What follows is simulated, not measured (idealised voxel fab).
process module | voxel trench capacitor
cross-section cut | 195 nm wide | cells 5 nm
A cross-section is a grid of square cells, given in bands from the top down. A band is one or more rows of cells.
Each band's line starts with the height of the band's top and of its bottom, in nm. Then come its materials from left to right, each with its width in nm. One material with "throughout" fills the band from edge to edge. "air" is empty space.
Height 0 is the level under which the wafer as received is all one material. The lowest band goes on downwards, as in "0 down".
A width such as "30 to 40" changes by the same amount from each row of cells to the next, from the band's top row to its bottom row.
"no change" after a step means that no cell of the cross-section changed.
closed voids: empty space of 8 cells or more with no open way to the top, each as width x height at its distance from the left edge, in nm
after a step's settings: what the simulator itself notes on the step
overlay nm, on a step with a mask: how far to the right of its planned place the mask lay; to the left if negative
plan
1 op RECEIVE | material Si
2 op CONFORMAL_DEP | material SiN | thk nm 5
3 op DIRECTIONAL_DEP | material aC | thk nm 15
4 op PATTERN | tone open | mask id TRENCH | material resist | width nm 25 | pitch nm 50 | thk nm 30 | overlay nm 0
5 op DIRECTIONAL_ETCH | etch materials aC | depth nm 15
6 op STRIP | etch materials resist
7 op DIRECTIONAL_ETCH | etch materials SiN | depth nm 5
8 op DIRECTIONAL_ETCH | etch materials Si | depth nm 40
9 op STRIP | etch materials aC
10 op CONFORMAL_DEP | material Al2O3 | thk nm 5
11 op CONFORMAL_DEP | material TiN | thk nm 5
12 op FILL_DEP | material W | thk nm 10
13 op CMP | height nm 5
first wafer, as planned
as received, after step 1
  0 down: Si throughout
  closed voids: none
after step 2
  5 to 0: SiN throughout
  below 0: unchanged
after step 3
  20 to 5: aC throughout
  below 5: unchanged
after step 4
  50 to 20: resist 35 | air 25 | resist 25 | air 25 | resist 25 | air 25 | resist 35
  below 20: unchanged
after step 5
  35 to 20: resist 35 | air 25 | resist 25 | air 25 | resist 25 | air 25 | resist 35
  20 to 5: aC 35 | air 25 | aC 25 | air 25 | aC 25 | air 25 | aC 35
  below 5: unchanged
after step 6
  20 to 5: aC 35 | air 25 | aC 25 | air 25 | aC 25 | air 25 | aC 35
  below 5: unchanged
after step 7
  20 to 5: aC 35 | air 25 | aC 25 | air 25 | aC 25 | air 25 | aC 35
  5 to 0: SiN 35 | air 25 | SiN 25 | air 25 | SiN 25 | air 25 | SiN 35
  below 0: unchanged
after step 8
  20 to 5: aC 35 | air 25 | aC 25 | air 25 | aC 25 | air 25 | aC 35
  5 to 0: SiN 35 | air 25 | SiN 25 | air 25 | SiN 25 | air 25 | SiN 35
  0 to -40: Si 35 | air 25 | Si 25 | air 25 | Si 25 | air 25 | Si 35
  below -40: unchanged
after step 9
  5 to 0: SiN 35 | air 25 | SiN 25 | air 25 | SiN 25 | air 25 | SiN 35
  below 0: unchanged
after step 10
  10 to 5: Al2O3 40 | air 15 | Al2O3 35 | air 15 | Al2O3 35 | air 15 | Al2O3 40
  5 to 0: SiN 35 | Al2O3 5 | air 15 | Al2O3 5 | SiN 25 | Al2O3 5 | air 15 | Al2O3 5 | SiN 25 | Al2O3 5 | air 15 | Al2O3 5 | SiN 35
  0 to -35: Si 35 | Al2O3 5 | air 15 | Al2O3 5 | Si 25 | Al2O3 5 | air 15 | Al2O3 5 | Si 25 | Al2O3 5 | air 15 | Al2O3 5 | Si 35
  -35 to -40: Si 35 | Al2O3 25 | Si 25 | Al2O3 25 | Si 25 | Al2O3 25 | Si 35
  below -40: unchanged
after step 11
  15 to 10: TiN 45 | air 5 | TiN 45 | air 5 | TiN 45 | air 5 | TiN 45
  10 to 5: Al2O3 40 | TiN 5 | air 5 | TiN 5 | Al2O3 35 | TiN 5 | air 5 | TiN 5 | Al2O3 35 | TiN 5 | air 5 | TiN 5 | Al2O3 40
  5 to 0: SiN 35 | Al2O3 5 | TiN 5 | air 5 | TiN 5 | Al2O3 5 | SiN 25 | Al2O3 5 | TiN 5 | air 5 | TiN 5 | Al2O3 5 | SiN 25 | Al2O3 5 | TiN 5 | air 5 | TiN 5 | Al2O3 5 | SiN 35
  0 to -30: Si 35 | Al2O3 5 | TiN 5 | air 5 | TiN 5 | Al2O3 5 | Si 25 | Al2O3 5 | TiN 5 | air 5 | TiN 5 | Al2O3 5 | Si 25 | Al2O3 5 | TiN 5 | air 5 | TiN 5 | Al2O3 5 | Si 35
  -30 to -35: Si 35 | Al2O3 5 | TiN 15 | Al2O3 5 | Si 25 | Al2O3 5 | TiN 15 | Al2O3 5 | Si 25 | Al2O3 5 | TiN 15 | Al2O3 5 | Si 35
  below -35: unchanged
after step 12
  25 to 15: W throughout
  15 to 10: TiN 45 | W 5 | TiN 45 | W 5 | TiN 45 | W 5 | TiN 45
  10 to 5: Al2O3 40 | TiN 5 | W 5 | TiN 5 | Al2O3 35 | TiN 5 | W 5 | TiN 5 | Al2O3 35 | TiN 5 | W 5 | TiN 5 | Al2O3 40
  5 to 0: SiN 35 | Al2O3 5 | TiN 5 | W 5 | TiN 5 | Al2O3 5 | SiN 25 | Al2O3 5 | TiN 5 | W 5 | TiN 5 | Al2O3 5 | SiN 25 | Al2O3 5 | TiN 5 | W 5 | TiN 5 | Al2O3 5 | SiN 35
  0 to -30: Si 35 | Al2O3 5 | TiN 5 | W 5 | TiN 5 | Al2O3 5 | Si 25 | Al2O3 5 | TiN 5 | W 5 | TiN 5 | Al2O3 5 | Si 25 | Al2O3 5 | TiN 5 | W 5 | TiN 5 | Al2O3 5 | Si 35
  below -30: unchanged
after step 13
  5 to 0: SiN 35 | Al2O3 5 | TiN 5 | W 5 | TiN 5 | Al2O3 5 | SiN 25 | Al2O3 5 | TiN 5 | W 5 | TiN 5 | Al2O3 5 | SiN 25 | Al2O3 5 | TiN 5 | W 5 | TiN 5 | Al2O3 5 | SiN 35
  below 0: unchanged
second wafer: like start, like plan, one mistake. Through step 9 it matches the first wafer
when step 10 should have ended: no change
when step 11 should have ended
  10 to 5: TiN 40 | air 15 | TiN 35 | air 15 | TiN 35 | air 15 | TiN 40
  5 to 0: SiN 35 | TiN 5 | air 15 | TiN 5 | SiN 25 | TiN 5 | air 15 | TiN 5 | SiN 25 | TiN 5 | air 15 | TiN 5 | SiN 35
  0 to -35: Si 35 | TiN 5 | air 15 | TiN 5 | Si 25 | TiN 5 | air 15 | TiN 5 | Si 25 | TiN 5 | air 15 | TiN 5 | Si 35
  -35 to -40: Si 35 | TiN 25 | Si 25 | TiN 25 | Si 25 | TiN 25 | Si 35
  below -40: unchanged
when step 12 should have ended
  20 to 10: W throughout
  10 to 5: TiN 40 | W 15 | TiN 35 | W 15 | TiN 35 | W 15 | TiN 40
  5 to 0: SiN 35 | TiN 5 | W 15 | TiN 5 | SiN 25 | TiN 5 | W 15 | TiN 5 | SiN 25 | TiN 5 | W 15 | TiN 5 | SiN 35
  0 to -35: Si 35 | TiN 5 | W 15 | TiN 5 | Si 25 | TiN 5 | W 15 | TiN 5 | Si 25 | TiN 5 | W 15 | TiN 5 | Si 35
  below -35: unchanged
when step 13 should have ended
  5 to 0: SiN 35 | TiN 5 | W 15 | TiN 5 | SiN 25 | TiN 5 | W 15 | TiN 5 | SiN 25 | TiN 5 | W 15 | TiN 5 | SiN 35
  below 0: unchanged
what went wrong: step 10 was left out
at the end the second wafer has, in cells: 63 fewer of Al2O3 | 12 more of TiN | 51 more of W
